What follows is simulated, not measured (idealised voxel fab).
Process module in this document: voxel wiring stack
Square cell edge 5 nm, section width 205 nm, ID cut.
Heads up, the way a cross-section reads in here is a grid of square cells, handed over as bands from the top down, with every band being one or more rows of cells. Read a band's entry like this: the first values are the height of its top and the height of its bottom in nm, and what follows is the sequence of materials from left to right, each with its width in nm. Note that "blank" is empty space, and that a single material marked "throughout" reaches across the band from edge to edge. It should be noted that heights are counted from 0, beneath which the wafer as supplied is of one material throughout, and that the lowest band possesses no lower boundary but continues downward, as written in "top 0, no bottom". Quick explanation for "30..40": the width changes in equal steps down the rows of cells, from the first number in the band's top row to the second number in its bottom row. The cross-section has no changed cell in any step marked "no change". In the "Closed internal cavities" entry, you get each enclosed empty space of 8 cells or more, one with no open way to the top, written width x height at distance, distance from the left edge, in nm. What comes after the settings on a step's line is commentary from the simulator itself on that step. What "overlay nm" on a step's line means: if the step has a mask, that mask lay this far to the right of its planned place, or, when the value is negative, to the left.
-- The steps planned for the process are as follows
1,RECEIVE, material Si
2,CONFORMAL_DEP, material SiO2, thk nm 10
3,DIRECTIONAL_DEP, material TiN, thk nm 5
4,DIRECTIONAL_DEP, material W, thk nm 20
5,PATTERN, tone cover, mask id METAL_1, material resist, width nm 30, pitch nm 50, thk nm 20, overlay nm 0
6,DIRECTIONAL_ETCH, etch materials W, depth nm 20
7,DIRECTIONAL_ETCH, etch materials TiN, depth nm 5
8,STRIP, etch materials resist
9,FILL_DEP, material SiO2, thk nm 10
10,CMP, height nm 35
11,CONFORMAL_DEP, material SiCN, thk nm 5
12,DIRECTIONAL_DEP, material lowk, thk nm 30
13,PATTERN, tone open, mask id METAL_2_HOLES, material resist, width nm 15, pitch nm 50, thk nm 20, overlay nm 0
14,DIRECTIONAL_ETCH, etch materials lowk, depth nm 30
15,STRIP, etch materials resist
16,PATTERN, tone open, mask id METAL_2, material resist, width nm 30, pitch nm 50, thk nm 15, overlay nm 0
17,DIRECTIONAL_ETCH, etch materials lowk, depth nm 15
18,DIRECTIONAL_ETCH, etch materials SiCN, depth nm 5
19,STRIP, etch materials resist
20,CONFORMAL_DEP, material TiN, thk nm 5
21,FILL_DEP, material Ru, thk nm 5
22,CMP, height nm 70
23,CONFORMAL_DEP, material SiCN, thk nm 5
24,DIRECTIONAL_DEP, material SiO2, thk nm 25
25,PATTERN, tone open, mask id METAL_3_HOLES, material resist, width nm 15, pitch nm 50, thk nm 20, overlay nm 0
26,DIRECTIONAL_ETCH, etch materials SiO2, depth nm 25
27,STRIP, etch materials resist
28,DIRECTIONAL_DEP, material aC, thk nm 15
29,PATTERN, tone open, mask id METAL_3, material resist, width nm 30, pitch nm 50, thk nm 35, overlay nm 0
30,DIRECTIONAL_ETCH, etch materials aC, depth nm 15
31,STRIP, etch materials resist
32,DIRECTIONAL_ETCH, etch materials SiO2, depth nm 15
33,DIRECTIONAL_ETCH, etch materials SiCN, depth nm 5
34,STRIP, etch materials aC
35,CONFORMAL_DEP, material TiN, thk nm 5
36,FILL_DEP, material Cu, thk nm 10
37,CMP, height nm 100
38,CONFORMAL_DEP, material SiCN, thk nm 5
39,DIRECTIONAL_DEP, material lowk, thk nm 35
40,DIRECTIONAL_DEP, material aC, thk nm 15
41,PATTERN, tone open, mask id METAL_4, material resist, width nm 30, pitch nm 50, thk nm 30, overlay nm 0
42,DIRECTIONAL_ETCH, etch materials aC, depth nm 15
43,STRIP, etch materials resist
44,DIRECTIONAL_ETCH, etch materials lowk, depth nm 20
45,STRIP, etch materials aC
46,PATTERN, tone open, mask id METAL_4_HOLES, material resist, width nm 15, pitch nm 50, thk nm 20, overlay nm 0
47,DIRECTIONAL_ETCH, etch materials lowk, depth nm 15
48,DIRECTIONAL_ETCH, etch materials SiCN, depth nm 5
49,STRIP, etch materials resist
50,CONFORMAL_DEP, material TiN, thk nm 5
51,FILL_DEP, material Ru, thk nm 5
52,CMP, height nm 140
53,CONFORMAL_DEP, material SiCN, thk nm 5
-- First out of two wafers; run went to plan
-- Cross-section of the incoming wafer, state after step 1
> top 0, no bottom | Si throughout
> Closed internal cavities: none
-- Cross-section through the wafer, step 2 finished
> top 10, bottom 0 | SiO2 throughout
> Under the height 0 nothing was changed.
-- Cross-section through the wafer, step 3 finished
> top 15, bottom 10 | TiN throughout
> Under the height 10 nothing was changed.
-- Cross-section through the wafer, step 4 finished
> top 35, bottom 15 | W throughout
> Under the height 15 nothing was changed.
-- Cross-section through the wafer, step 5 finished
> top 55, bottom 35 | blank (60)  resist (30)  blank (20)  resist (30)  blank (65)
> Under the height 35 nothing was changed.
-- Cross-section through the wafer, step 6 finished
> top 55, bottom 35 | blank (60)  resist (30)  blank (20)  resist (30)  blank (65)
> top 35, bottom 15 | blank (60)  W (30)  blank (20)  W (30)  blank (65)
> Under the height 15 nothing was changed.
-- Cross-section through the wafer, step 7 finished
> top 55, bottom 35 | blank (60)  resist (30)  blank (20)  resist (30)  blank (65)
> top 35, bottom 15 | blank (60)  W (30)  blank (20)  W (30)  blank (65)
> top 15, bottom 10 | blank (60)  TiN (30)  blank (20)  TiN (30)  blank (65)
> Under the height 10 nothing was changed.
-- Cross-section through the wafer, step 8 finished
> top 35, bottom 15 | blank (60)  W (30)  blank (20)  W (30)  blank (65)
> Under the height 15 nothing was changed.
-- Cross-section through the wafer, step 9 finished
> top 45, bottom 35 | SiO2 throughout
> top 35, bottom 15 | SiO2 (60)  W (30)  SiO2 (20)  W (30)  SiO2 (65)
> top 15, bottom 10 | SiO2 (60)  TiN (30)  SiO2 (20)  TiN (30)  SiO2 (65)
> Under the height 10 nothing was changed.
-- Cross-section through the wafer, step 10 finished
> top 35, bottom 15 | SiO2 (60)  W (30)  SiO2 (20)  W (30)  SiO2 (65)
> Under the height 15 nothing was changed.
-- Cross-section through the wafer, step 11 finished
> top 40, bottom 35 | SiCN throughout
> Under the height 35 nothing was changed.
-- Cross-section through the wafer, step 12 finished
> top 70, bottom 40 | lowk throughout
> Under the height 40 nothing was changed.
-- Cross-section through the wafer, step 13 finished
> top 90, bottom 70 | resist (60)  blank (15)  resist (35)  blank (15)  resist (80)
> Under the height 70 nothing was changed.
-- Cross-section through the wafer, step 14 finished
> top 90, bottom 70 | resist (60)  blank (15)  resist (35)  blank (15)  resist (80)
> top 70, bottom 40 | lowk (60)  blank (15)  lowk (35)  blank (15)  lowk (80)
> Under the height 40 nothing was changed.
-- Cross-section through the wafer, step 15 finished
> top 70, bottom 40 | lowk (60)  blank (15)  lowk (35)  blank (15)  lowk (80)
> Under the height 40 nothing was changed.
-- Cross-section through the wafer, step 16 finished
> top 85, bottom 70 | resist (60)  blank (30)  resist (20)  blank (30)  resist (65)
> Under the height 70 nothing was changed.
-- Cross-section through the wafer, step 17 finished
> top 85, bottom 70 | resist (60)  blank (30)  resist (20)  blank (30)  resist (65)
> top 70, bottom 55 | lowk (60)  blank (30)  lowk (20)  blank (30)  lowk (65)
> Under the height 55 nothing was changed.
-- Cross-section through the wafer, step 18 finished
> top 85, bottom 70 | resist (60)  blank (30)  resist (20)  blank (30)  resist (65)
> top 70, bottom 55 | lowk (60)  blank (30)  lowk (20)  blank (30)  lowk (65)
> top 55, bottom 40 | lowk (60)  blank (15)  lowk (35)  blank (15)  lowk (80)
> top 40, bottom 35 | SiCN (60)  blank (15)  SiCN (35)  blank (15)  SiCN (80)
> Under the height 35 nothing was changed.
-- Cross-section through the wafer, step 19 finished
> top 70, bottom 55 | lowk (60)  blank (30)  lowk (20)  blank (30)  lowk (65)
> Under the height 55 nothing was changed.
-- Cross-section through the wafer, step 20 finished
> top 75, bottom 70 | TiN (65)  blank (20)  TiN (30)  blank (20)  TiN (70)
> top 70, bottom 60 | lowk (60)  TiN (5)  blank (20)  TiN (5)  lowk (20)  TiN (5)  blank (20)  TiN (5)  lowk (65)
> top 60, bottom 55 | lowk (60)  TiN (5)  blank (5)  TiN (20)  lowk (20)  TiN (5)  blank (5)  TiN (20)  lowk (65)
> top 55, bottom 40 | lowk (60)  TiN (5)  blank (5)  TiN (5)  lowk (35)  TiN (5)  blank (5)  TiN (5)  lowk (80)
> top 40, bottom 35 | SiCN (60)  TiN (15)  SiCN (35)  TiN (15)  SiCN (80)
> Under the height 35 nothing was changed.
-- Cross-section through the wafer, step 21 finished
> top 80, bottom 75 | Ru throughout
> top 75, bottom 70 | TiN (65)  Ru (20)  TiN (30)  Ru (20)  TiN (70)
> top 70, bottom 60 | lowk (60)  TiN (5)  Ru (20)  TiN (5)  lowk (20)  TiN (5)  Ru (20)  TiN (5)  lowk (65)
> top 60, bottom 55 | lowk (60)  TiN (5)  Ru (5)  TiN (20)  lowk (20)  TiN (5)  Ru (5)  TiN (20)  lowk (65)
> top 55, bottom 40 | lowk (60)  TiN (5)  Ru (5)  TiN (5)  lowk (35)  TiN (5)  Ru (5)  TiN (5)  lowk (80)
> Under the height 40 nothing was changed.
-- Cross-section through the wafer, step 22 finished
> top 70, bottom 60 | lowk (60)  TiN (5)  Ru (20)  TiN (5)  lowk (20)  TiN (5)  Ru (20)  TiN (5)  lowk (65)
> Under the height 60 nothing was changed.
-- Cross-section through the wafer, step 23 finished
> top 75, bottom 70 | SiCN throughout
> Under the height 70 nothing was changed.
-- Cross-section through the wafer, step 24 finished
> top 100, bottom 75 | SiO2 throughout
> Under the height 75 nothing was changed.
-- Cross-section through the wafer, step 25 finished
> top 120, bottom 100 | resist (60)  blank (15)  resist (35)  blank (15)  resist (80)
> Under the height 100 nothing was changed.
-- Cross-section through the wafer, step 26 finished
> top 120, bottom 100 | resist (60)  blank (15)  resist (35)  blank (15)  resist (80)
> top 100, bottom 75 | SiO2 (60)  blank (15)  SiO2 (35)  blank (15)  SiO2 (80)
> Under the height 75 nothing was changed.
-- Cross-section through the wafer, step 27 finished
> top 100, bottom 75 | SiO2 (60)  blank (15)  SiO2 (35)  blank (15)  SiO2 (80)
> Under the height 75 nothing was changed.
-- Cross-section through the wafer, step 28 finished
> top 115, bottom 100 | aC (60)  blank (15)  aC (35)  blank (15)  aC (80)
> top 100, bottom 90 | SiO2 (60)  blank (15)  SiO2 (35)  blank (15)  SiO2 (80)
> top 90, bottom 75 | SiO2 (60)  aC (15)  SiO2 (35)  aC (15)  SiO2 (80)
> Under the height 75 nothing was changed.
-- Cross-section through the wafer, step 29 finished
> top 150, bottom 115 | resist (60)  blank (30)  resist (20)  blank (30)  resist (65)
> Under the height 115 nothing was changed.
-- Cross-section through the wafer, step 30 finished
> top 135, bottom 115 | resist (60)  blank (30)  resist (20)  blank (30)  resist (65)
> top 115, bottom 100 | aC (60)  blank (30)  aC (20)  blank (30)  aC (65)
> top 100, bottom 75 | SiO2 (60)  blank (15)  SiO2 (35)  blank (15)  SiO2 (80)
> Under the height 75 nothing was changed.
-- Cross-section through the wafer, step 31 finished
> top 115, bottom 100 | aC (60)  blank (30)  aC (20)  blank (30)  aC (65)
> Under the height 100 nothing was changed.
-- Cross-section through the wafer, step 32 finished
> top 115, bottom 100 | aC (60)  blank (30)  aC (20)  blank (30)  aC (65)
> top 100, bottom 85 | SiO2 (60)  blank (30)  SiO2 (20)  blank (30)  SiO2 (65)
> Under the height 85 nothing was changed.
-- Cross-section through the wafer, step 33 finished
> top 115, bottom 100 | aC (60)  blank (30)  aC (20)  blank (30)  aC (65)
> top 100, bottom 85 | SiO2 (60)  blank (30)  SiO2 (20)  blank (30)  SiO2 (65)
> top 85, bottom 75 | SiO2 (60)  blank (15)  SiO2 (35)  blank (15)  SiO2 (80)
> top 75, bottom 70 | SiCN (60)  blank (15)  SiCN (35)  blank (15)  SiCN (80)
> Under the height 70 nothing was changed.
-- Cross-section through the wafer, step 34 finished
> top 100, bottom 85 | SiO2 (60)  blank (30)  SiO2 (20)  blank (30)  SiO2 (65)
> Under the height 85 nothing was changed.
-- Cross-section through the wafer, step 35 finished
> top 105, bottom 100 | TiN (65)  blank (20)  TiN (30)  blank (20)  TiN (70)
> top 100, bottom 90 | SiO2 (60)  TiN (5)  blank (20)  TiN (5)  SiO2 (20)  TiN (5)  blank (20)  TiN (5)  SiO2 (65)
> top 90, bottom 85 | SiO2 (60)  TiN (5)  blank (5)  TiN (20)  SiO2 (20)  TiN (5)  blank (5)  TiN (20)  SiO2 (65)
> top 85, bottom 75 | SiO2 (60)  TiN (5)  blank (5)  TiN (5)  SiO2 (35)  TiN (5)  blank (5)  TiN (5)  SiO2 (80)
> top 75, bottom 70 | SiCN (60)  TiN (15)  SiCN (35)  TiN (15)  SiCN (80)
> Under the height 70 nothing was changed.
-- Cross-section through the wafer, step 36 finished
> top 115, bottom 105 | Cu throughout
> top 105, bottom 100 | TiN (65)  Cu (20)  TiN (30)  Cu (20)  TiN (70)
> top 100, bottom 90 | SiO2 (60)  TiN (5)  Cu (20)  TiN (5)  SiO2 (20)  TiN (5)  Cu (20)  TiN (5)  SiO2 (65)
> top 90, bottom 85 | SiO2 (60)  TiN (5)  Cu (5)  TiN (20)  SiO2 (20)  TiN (5)  Cu (5)  TiN (20)  SiO2 (65)
> top 85, bottom 75 | SiO2 (60)  TiN (5)  Cu (5)  TiN (5)  SiO2 (35)  TiN (5)  Cu (5)  TiN (5)  SiO2 (80)
> Under the height 75 nothing was changed.
-- Cross-section through the wafer, step 37 finished
> top 100, bottom 90 | SiO2 (60)  TiN (5)  Cu (20)  TiN (5)  SiO2 (20)  TiN (5)  Cu (20)  TiN (5)  SiO2 (65)
> Under the height 90 nothing was changed.
-- Cross-section through the wafer, step 38 finished
> top 105, bottom 100 | SiCN throughout
> Under the height 100 nothing was changed.
-- Cross-section through the wafer, step 39 finished
> top 140, bottom 105 | lowk throughout
> Under the height 105 nothing was changed.
-- Cross-section through the wafer, step 40 finished
> top 155, bottom 140 | aC throughout
> Under the height 140 nothing was changed.
-- Cross-section through the wafer, step 41 finished
> top 185, bottom 155 | resist (60)  blank (30)  resist (20)  blank (30)  resist (65)
> Under the height 155 nothing was changed.
-- Cross-section through the wafer, step 42 finished
> top 170, bottom 155 | resist (60)  blank (30)  resist (20)  blank (30)  resist (65)
> top 155, bottom 140 | aC (60)  blank (30)  aC (20)  blank (30)  aC (65)
> Under the height 140 nothing was changed.
-- Cross-section through the wafer, step 43 finished
> top 155, bottom 140 | aC (60)  blank (30)  aC (20)  blank (30)  aC (65)
> Under the height 140 nothing was changed.
-- Cross-section through the wafer, step 44 finished
> top 155, bottom 140 | aC (60)  blank (30)  aC (20)  blank (30)  aC (65)
> top 140, bottom 120 | lowk (60)  blank (30)  lowk (20)  blank (30)  lowk (65)
> Under the height 120 nothing was changed.
-- Cross-section through the wafer, step 45 finished
> top 140, bottom 120 | lowk (60)  blank (30)  lowk (20)  blank (30)  lowk (65)
> Under the height 120 nothing was changed.
-- Cross-section through the wafer, step 46 finished
> top 160, bottom 140 | resist (60)  blank (15)  resist (35)  blank (15)  resist (80)
> top 140, bottom 120 | lowk (60)  blank (15)  resist (15)  lowk (20)  blank (15)  resist (15)  lowk (65)
> Under the height 120 nothing was changed.
-- Cross-section through the wafer, step 47 finished
> top 160, bottom 140 | resist (60)  blank (15)  resist (35)  blank (15)  resist (80)
> top 140, bottom 120 | lowk (60)  blank (15)  resist (15)  lowk (20)  blank (15)  resist (15)  lowk (65)
> top 120, bottom 105 | lowk (60)  blank (15)  lowk (35)  blank (15)  lowk (80)
> Under the height 105 nothing was changed.
-- Cross-section through the wafer, step 48 finished
> top 160, bottom 140 | resist (60)  blank (15)  resist (35)  blank (15)  resist (80)
> top 140, bottom 120 | lowk (60)  blank (15)  resist (15)  lowk (20)  blank (15)  resist (15)  lowk (65)
> top 120, bottom 105 | lowk (60)  blank (15)  lowk (35)  blank (15)  lowk (80)
> top 105, bottom 100 | SiCN (60)  blank (15)  SiCN (35)  blank (15)  SiCN (80)
> Under the height 100 nothing was changed.
-- Cross-section through the wafer, step 49 finished
> top 140, bottom 120 | lowk (60)  blank (30)  lowk (20)  blank (30)  lowk (65)
> Under the height 120 nothing was changed.
-- Cross-section through the wafer, step 50 finished
> top 145, bottom 140 | TiN (65)  blank (20)  TiN (30)  blank (20)  TiN (70)
> top 140, bottom 125 | lowk (60)  TiN (5)  blank (20)  TiN (5)  lowk (20)  TiN (5)  blank (20)  TiN (5)  lowk (65)
> top 125, bottom 120 | lowk (60)  TiN (5)  blank (5)  TiN (20)  lowk (20)  TiN (5)  blank (5)  TiN (20)  lowk (65)
> top 120, bottom 105 | lowk (60)  TiN (5)  blank (5)  TiN (5)  lowk (35)  TiN (5)  blank (5)  TiN (5)  lowk (80)
> top 105, bottom 100 | SiCN (60)  TiN (15)  SiCN (35)  TiN (15)  SiCN (80)
> Under the height 100 nothing was changed.
-- Cross-section through the wafer, step 51 finished
> top 150, bottom 145 | Ru throughout
> top 145, bottom 140 | TiN (65)  Ru (20)  TiN (30)  Ru (20)  TiN (70)
> top 140, bottom 125 | lowk (60)  TiN (5)  Ru (20)  TiN (5)  lowk (20)  TiN (5)  Ru (20)  TiN (5)  lowk (65)
> top 125, bottom 120 | lowk (60)  TiN (5)  Ru (5)  TiN (20)  lowk (20)  TiN (5)  Ru (5)  TiN (20)  lowk (65)
> top 120, bottom 105 | lowk (60)  TiN (5)  Ru (5)  TiN (5)  lowk (35)  TiN (5)  Ru (5)  TiN (5)  lowk (80)
> Under the height 105 nothing was changed.
-- Cross-section through the wafer, step 52 finished
> top 140, bottom 125 | lowk (60)  TiN (5)  Ru (20)  TiN (5)  lowk (20)  TiN (5)  Ru (20)  TiN (5)  lowk (65)
> Under the height 125 nothing was changed.
-- Cross-section through the wafer, step 53 finished
> top 145, bottom 140 | SiCN throughout
> Under the height 140 nothing was changed.
-- For the second wafer, take the first wafer's start and plan, then add one mistake made in running it; everything through step 28, that step included, is shared with the first
-- when step 29 should have ended
> top 150, bottom 115 | blank (60)  resist (30)  blank (20)  resist (30)  blank (65)
> top 115, bottom 100 | aC (60)  resist (15)  aC (35)  resist (15)  aC (80)
> top 100, bottom 90 | SiO2 (60)  resist (15)  SiO2 (35)  resist (15)  SiO2 (80)
> Under the height 90 nothing was changed.
-- when step 30 should have ended
> top 135, bottom 115 | blank (60)  resist (30)  blank (20)  resist (30)  blank (65)
> top 115, bottom 100 | blank (60)  resist (15)  aC (15)  blank (20)  resist (15)  aC (15)  blank (65)
> Under the height 100 nothing was changed.
-- when step 31 should have ended
> top 115, bottom 100 | blank (75)  aC (15)  blank (35)  aC (15)  blank (65)
> top 100, bottom 90 | SiO2 (60)  blank (15)  SiO2 (35)  blank (15)  SiO2 (80)
> Under the height 90 nothing was changed.
-- when step 32 should have ended
> top 115, bottom 100 | blank (75)  aC (15)  blank (35)  aC (15)  blank (65)
> top 100, bottom 90 | blank (75)  SiO2 (15)  blank (35)  SiO2 (15)  blank (65)
> top 90, bottom 85 | blank (60)  aC (15)  SiO2 (15)  blank (20)  aC (15)  SiO2 (15)  blank (65)
> Under the height 85 nothing was changed.
when step 33 should have ended: no change
-- when step 34 should have ended
> top 100, bottom 85 | blank (75)  SiO2 (15)  blank (35)  SiO2 (15)  blank (65)
> top 85, bottom 75 | SiO2 (60)  blank (15)  SiO2 (35)  blank (15)  SiO2 (80)
> Under the height 75 nothing was changed.
-- when step 35 should have ended
> top 105, bottom 100 | blank (70)  TiN (25)  blank (25)  TiN (25)  blank (60)
> top 100, bottom 90 | blank (70)  TiN (5)  SiO2 (15)  TiN (5)  blank (25)  TiN (5)  SiO2 (15)  TiN (5)  blank (60)
> top 90, bottom 85 | TiN (65)  blank (5)  TiN (5)  SiO2 (15)  TiN (25)  blank (5)  TiN (5)  SiO2 (15)  TiN (65)
> top 85, bottom 80 | SiO2 (60)  TiN (5)  blank (5)  TiN (5)  SiO2 (35)  TiN (5)  blank (5)  TiN (5)  SiO2 (80)
> top 80, bottom 75 | SiO2 (60)  TiN (15)  SiO2 (35)  TiN (15)  SiO2 (80)
> Under the height 75 nothing was changed.
-- when step 36 should have ended
> top 115, bottom 105 | Cu throughout
> top 105, bottom 100 | Cu (70)  TiN (25)  Cu (25)  TiN (25)  Cu (60)
> top 100, bottom 90 | Cu (70)  TiN (5)  SiO2 (15)  TiN (5)  Cu (25)  TiN (5)  SiO2 (15)  TiN (5)  Cu (60)
> top 90, bottom 85 | TiN (65)  Cu (5)  TiN (5)  SiO2 (15)  TiN (25)  Cu (5)  TiN (5)  SiO2 (15)  TiN (65)
> top 85, bottom 80 | SiO2 (60)  TiN (5)  Cu (5)  TiN (5)  SiO2 (35)  TiN (5)  Cu (5)  TiN (5)  SiO2 (80)
> Under the height 80 nothing was changed.
-- when step 37 should have ended
> top 100, bottom 90 | Cu (70)  TiN (5)  SiO2 (15)  TiN (5)  Cu (25)  TiN (5)  SiO2 (15)  TiN (5)  Cu (60)
> Under the height 90 nothing was changed.
-- when step 38 should have ended
> top 105, bottom 100 | SiCN throughout
> Under the height 100 nothing was changed.
-- when step 39 should have ended
> top 140, bottom 105 | lowk throughout
> Under the height 105 nothing was changed.
-- when step 40 should have ended
> top 155, bottom 140 | aC throughout
> Under the height 140 nothing was changed.
-- when step 41 should have ended
> top 185, bottom 155 | resist (60)  blank (30)  resist (20)  blank (30)  resist (65)
> Under the height 155 nothing was changed.
-- when step 42 should have ended
> top 170, bottom 155 | resist (60)  blank (30)  resist (20)  blank (30)  resist (65)
> top 155, bottom 140 | aC (60)  blank (30)  aC (20)  blank (30)  aC (65)
> Under the height 140 nothing was changed.
-- when step 43 should have ended
> top 155, bottom 140 | aC (60)  blank (30)  aC (20)  blank (30)  aC (65)
> Under the height 140 nothing was changed.
-- when step 44 should have ended
> top 155, bottom 140 | aC (60)  blank (30)  aC (20)  blank (30)  aC (65)
> top 140, bottom 120 | lowk (60)  blank (30)  lowk (20)  blank (30)  lowk (65)
> Under the height 120 nothing was changed.
-- when step 45 should have ended
> top 140, bottom 120 | lowk (60)  blank (30)  lowk (20)  blank (30)  lowk (65)
> Under the height 120 nothing was changed.
-- when step 46 should have ended
> top 160, bottom 140 | resist (60)  blank (15)  resist (35)  blank (15)  resist (80)
> top 140, bottom 120 | lowk (60)  blank (15)  resist (15)  lowk (20)  blank (15)  resist (15)  lowk (65)
> Under the height 120 nothing was changed.
-- when step 47 should have ended
> top 160, bottom 140 | resist (60)  blank (15)  resist (35)  blank (15)  resist (80)
> top 140, bottom 120 | lowk (60)  blank (15)  resist (15)  lowk (20)  blank (15)  resist (15)  lowk (65)
> top 120, bottom 105 | lowk (60)  blank (15)  lowk (35)  blank (15)  lowk (80)
> Under the height 105 nothing was changed.
-- when step 48 should have ended
> top 160, bottom 140 | resist (60)  blank (15)  resist (35)  blank (15)  resist (80)
> top 140, bottom 120 | lowk (60)  blank (15)  resist (15)  lowk (20)  blank (15)  resist (15)  lowk (65)
> top 120, bottom 105 | lowk (60)  blank (15)  lowk (35)  blank (15)  lowk (80)
> top 105, bottom 100 | SiCN (60)  blank (15)  SiCN (35)  blank (15)  SiCN (80)
> Under the height 100 nothing was changed.
-- when step 49 should have ended
> top 140, bottom 120 | lowk (60)  blank (30)  lowk (20)  blank (30)  lowk (65)
> Under the height 120 nothing was changed.
-- when step 50 should have ended
> top 145, bottom 140 | TiN (65)  blank (20)  TiN (30)  blank (20)  TiN (70)
> top 140, bottom 125 | lowk (60)  TiN (5)  blank (20)  TiN (5)  lowk (20)  TiN (5)  blank (20)  TiN (5)  lowk (65)
> top 125, bottom 120 | lowk (60)  TiN (5)  blank (5)  TiN (20)  lowk (20)  TiN (5)  blank (5)  TiN (20)  lowk (65)
> top 120, bottom 105 | lowk (60)  TiN (5)  blank (5)  TiN (5)  lowk (35)  TiN (5)  blank (5)  TiN (5)  lowk (80)
> top 105, bottom 100 | SiCN (60)  TiN (15)  SiCN (35)  TiN (15)  SiCN (80)
> Under the height 100 nothing was changed.
-- when step 51 should have ended
> top 150, bottom 145 | Ru throughout
> top 145, bottom 140 | TiN (65)  Ru (20)  TiN (30)  Ru (20)  TiN (70)
> top 140, bottom 125 | lowk (60)  TiN (5)  Ru (20)  TiN (5)  lowk (20)  TiN (5)  Ru (20)  TiN (5)  lowk (65)
> top 125, bottom 120 | lowk (60)  TiN (5)  Ru (5)  TiN (20)  lowk (20)  TiN (5)  Ru (5)  TiN (20)  lowk (65)
> top 120, bottom 105 | lowk (60)  TiN (5)  Ru (5)  TiN (5)  lowk (35)  TiN (5)  Ru (5)  TiN (5)  lowk (80)
> Under the height 105 nothing was changed.
-- when step 52 should have ended
> top 140, bottom 125 | lowk (60)  TiN (5)  Ru (20)  TiN (5)  lowk (20)  TiN (5)  Ru (20)  TiN (5)  lowk (65)
> Under the height 125 nothing was changed.
-- when step 53 should have ended
> top 145, bottom 140 | SiCN throughout
> Under the height 140 nothing was changed.
In executing the process, a mistake was made relative to the plan: heads up, step 29 didn't go per plan, it actually ran as PATTERN, tone cover, mask id METAL_3, material resist, width nm 30, pitch nm 50, thk nm 35, overlay nm 0
Bottom line after processing is that, in cells, the second wafer is up or down on some materials versus the first: +44 Cu | +6 SiCN | -69 SiO2 | +19 TiN
